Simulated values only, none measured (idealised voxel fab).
You're looking at the process module voxel tone inversion.
Xsec cut, 190 nm wide, square cell size 5 nm.
For the purposes of this document, a cross-section shall be understood as a grid of square cells, specified as bands listed in top-to-bottom order, each band consisting of one or more rows of cells.
Band entry format. Leading values: height of top, height of bottom, nm. Remainder: materials in left-to-right order, each with its width in nm. Special words: "all across" on a single material, which then fills the band edge to edge; "empty", empty space.
Beneath 0, the wafer as received is one material, and that level is where height counting begins. The lowest band goes on downward without a bottom; it is written like "0 nm and below".
Think of "30->40" as a width that walks from the first number to the second as you go down the band, top row to bottom row, taking equal-sized steps from row to row.
Given "nothing altered" for a step, no cell of the cross-section differs between before and after that step.
The list in "Closed internal cavities" covers empty spaces of 8 cells or more that cannot reach the top through any open way, and it gives each as width x height at distance; the distance is from the left edge, and width, height and distance are in nm.
That trailing text on a step's line, after the settings, is the simulator's own remark on the step.
The "overlay nm" setting may appear on a step's line; for a step that uses a mask, it gives how far to the right of its planned position the mask lay, and a negative value indicates the left.

Planned process steps:
- 1: op RECEIVE | material Si
- 2: op CONFORMAL_DEP | material SiCN | thk nm 10
- 3: op DIRECTIONAL_DEP | material polySi | thk nm 25
- 4: op PATTERN | tone cover | mask id POSTS | material resist | width nm 25 | pitch nm 40 | thk nm 35 | overlay nm 0
- 5: op DIRECTIONAL_ETCH | etch materials polySi | depth nm 25
- 6: op STRIP | etch materials resist
- 7: op FILL_DEP | material lowk | thk nm 5
- 8: op CMP | height nm 35
- 9: op STRIP | etch materials polySi
- 10: op CONFORMAL_DEP | material TiN | thk nm 5
- 11: op FILL_DEP | material W | thk nm 5
- 12: op CMP | height nm 35
- 13: op CONFORMAL_DEP | material SiCN | thk nm 5

First of two wafers, processed according to plan:

Cross-section of the wafer at receipt, which is the condition after step 1:
- 0 nm and below | Si all across
- Closed internal cavities: none

Wafer section view after processing step 2:
- 10 nm to 0 nm | SiCN all across
- Whatever lies below 0 is exactly as it was before.

Wafer section view after processing step 3:
- 35 nm to 10 nm | polySi all across
- Whatever lies below 10 is exactly as it was before.

Wafer section view after processing step 4:
- 70 nm to 35 nm | empty: 40, then resist: 25, then empty: 15, then resist: 25, then empty: 15, then resist: 25, then empty: 45
- Whatever lies below 35 is exactly as it was before.

Wafer section view after processing step 5:
- 70 nm to 35 nm | empty: 40, then resist: 25, then empty: 15, then resist: 25, then empty: 15, then resist: 25, then empty: 45
- 35 nm to 10 nm | empty: 40, then polySi: 25, then empty: 15, then polySi: 25, then empty: 15, then polySi: 25, then empty: 45
- Whatever lies below 10 is exactly as it was before.

Wafer section view after processing step 6:
- 35 nm to 10 nm | empty: 40, then polySi: 25, then empty: 15, then polySi: 25, then empty: 15, then polySi: 25, then empty: 45
- Whatever lies below 10 is exactly as it was before.

Wafer section view after processing step 7:
- 40 nm to 35 nm | lowk all across
- 35 nm to 10 nm | lowk: 40, then polySi: 25, then lowk: 15, then polySi: 25, then lowk: 15, then polySi: 25, then lowk: 45
- Whatever lies below 10 is exactly as it was before.

Wafer section view after processing step 8:
- 35 nm to 10 nm | lowk: 40, then polySi: 25, then lowk: 15, then polySi: 25, then lowk: 15, then polySi: 25, then lowk: 45
- Whatever lies below 10 is exactly as it was before.

Wafer section view after processing step 9:
- 35 nm to 10 nm | lowk: 40, then empty: 25, then lowk: 15, then empty: 25, then lowk: 15, then empty: 25, then lowk: 45
- Whatever lies below 10 is exactly as it was before.

Wafer section view after processing step 10:
- 40 nm to 35 nm | TiN: 45, then empty: 15, then TiN: 25, then empty: 15, then TiN: 25, then empty: 15, then TiN: 50
- 35 nm to 15 nm | lowk: 40, then TiN: 5, then empty: 15, then TiN: 5, then lowk: 15, then TiN: 5, then empty: 15, then TiN: 5, then lowk: 15, then TiN: 5, then empty: 15, then TiN: 5, then lowk: 45
- 15 nm to 10 nm | lowk: 40, then TiN: 25, then lowk: 15, then TiN: 25, then lowk: 15, then TiN: 25, then lowk: 45
- Whatever lies below 10 is exactly as it was before.

Wafer section view after processing step 11:
- 45 nm to 40 nm | W all across
- 40 nm to 35 nm | TiN: 45, then W: 15, then TiN: 25, then W: 15, then TiN: 25, then W: 15, then TiN: 50
- 35 nm to 15 nm | lowk: 40, then TiN: 5, then W: 15, then TiN: 5, then lowk: 15, then TiN: 5, then W: 15, then TiN: 5, then lowk: 15, then TiN: 5, then W: 15, then TiN: 5, then lowk: 45
- Whatever lies below 15 is exactly as it was before.

Wafer section view after processing step 12:
- 35 nm to 15 nm | lowk: 40, then TiN: 5, then W: 15, then TiN: 5, then lowk: 15, then TiN: 5, then W: 15, then TiN: 5, then lowk: 15, then TiN: 5, then W: 15, then TiN: 5, then lowk: 45
- Whatever lies below 15 is exactly as it was before.

Wafer section view after processing step 13:
- 40 nm to 35 nm | SiCN all across
- Whatever lies below 35 is exactly as it was before.

Second of two: same start, same plan, one run error; steps up to and including 3 match the first:

when step 4 should have ended:
- 70 nm to 35 nm | empty: 30, then resist: 25, then empty: 15, then resist: 25, then empty: 15, then resist: 25, then empty: 55
- Whatever lies below 35 is exactly as it was before.

when step 5 should have ended:
- 70 nm to 35 nm | empty: 30, then resist: 25, then empty: 15, then resist: 25, then empty: 15, then resist: 25, then empty: 55
- 35 nm to 10 nm | empty: 30, then polySi: 25, then empty: 15, then polySi: 25, then empty: 15, then polySi: 25, then empty: 55
- Whatever lies below 10 is exactly as it was before.

when step 6 should have ended:
- 35 nm to 10 nm | empty: 30, then polySi: 25, then empty: 15, then polySi: 25, then empty: 15, then polySi: 25, then empty: 55
- Whatever lies below 10 is exactly as it was before.

when step 7 should have ended:
- 40 nm to 35 nm | lowk all across
- 35 nm to 10 nm | lowk: 30, then polySi: 25, then lowk: 15, then polySi: 25, then lowk: 15, then polySi: 25, then lowk: 55
- Whatever lies below 10 is exactly as it was before.

when step 8 should have ended:
- 35 nm to 10 nm | lowk: 30, then polySi: 25, then lowk: 15, then polySi: 25, then lowk: 15, then polySi: 25, then lowk: 55
- Whatever lies below 10 is exactly as it was before.

when step 9 should have ended:
- 35 nm to 10 nm | lowk: 30, then empty: 25, then lowk: 15, then empty: 25, then lowk: 15, then empty: 25, then lowk: 55
- Whatever lies below 10 is exactly as it was before.

when step 10 should have ended:
- 40 nm to 35 nm | TiN: 35, then empty: 15, then TiN: 25, then empty: 15, then TiN: 25, then empty: 15, then TiN: 60
- 35 nm to 15 nm | lowk: 30, then TiN: 5, then empty: 15, then TiN: 5, then lowk: 15, then TiN: 5, then empty: 15, then TiN: 5, then lowk: 15, then TiN: 5, then empty: 15, then TiN: 5, then lowk: 55
- 15 nm to 10 nm | lowk: 30, then TiN: 25, then lowk: 15, then TiN: 25, then lowk: 15, then TiN: 25, then lowk: 55
- Whatever lies below 10 is exactly as it was before.

when step 11 should have ended:
- 45 nm to 40 nm | W all across
- 40 nm to 35 nm | TiN: 35, then W: 15, then TiN: 25, then W: 15, then TiN: 25, then W: 15, then TiN: 60
- 35 nm to 15 nm | lowk: 30, then TiN: 5, then W: 15, then TiN: 5, then lowk: 15, then TiN: 5, then W: 15, then TiN: 5, then lowk: 15, then TiN: 5, then W: 15, then TiN: 5, then lowk: 55
- Whatever lies below 15 is exactly as it was before.

when step 12 should have ended:
- 35 nm to 15 nm | lowk: 30, then TiN: 5, then W: 15, then TiN: 5, then lowk: 15, then TiN: 5, then W: 15, then TiN: 5, then lowk: 15, then TiN: 5, then W: 15, then TiN: 5, then lowk: 55
- Whatever lies below 15 is exactly as it was before.

when step 13 should have ended:
- 40 nm to 35 nm | SiCN all across
- Whatever lies below 35 is exactly as it was before.
It is concluded that the wafer was processed incorrectly with respect to the plan, in that so step 4 ended up running with a different setting than we planned, it ran as op PATTERN | tone cover | mask id POSTS | material resist | width nm 25 | pitch nm 40 | thk nm 35 | overlay nm -10
When the process is done, the second wafer contains the same cell count of every material as the first wafer, but distributed over other locations.
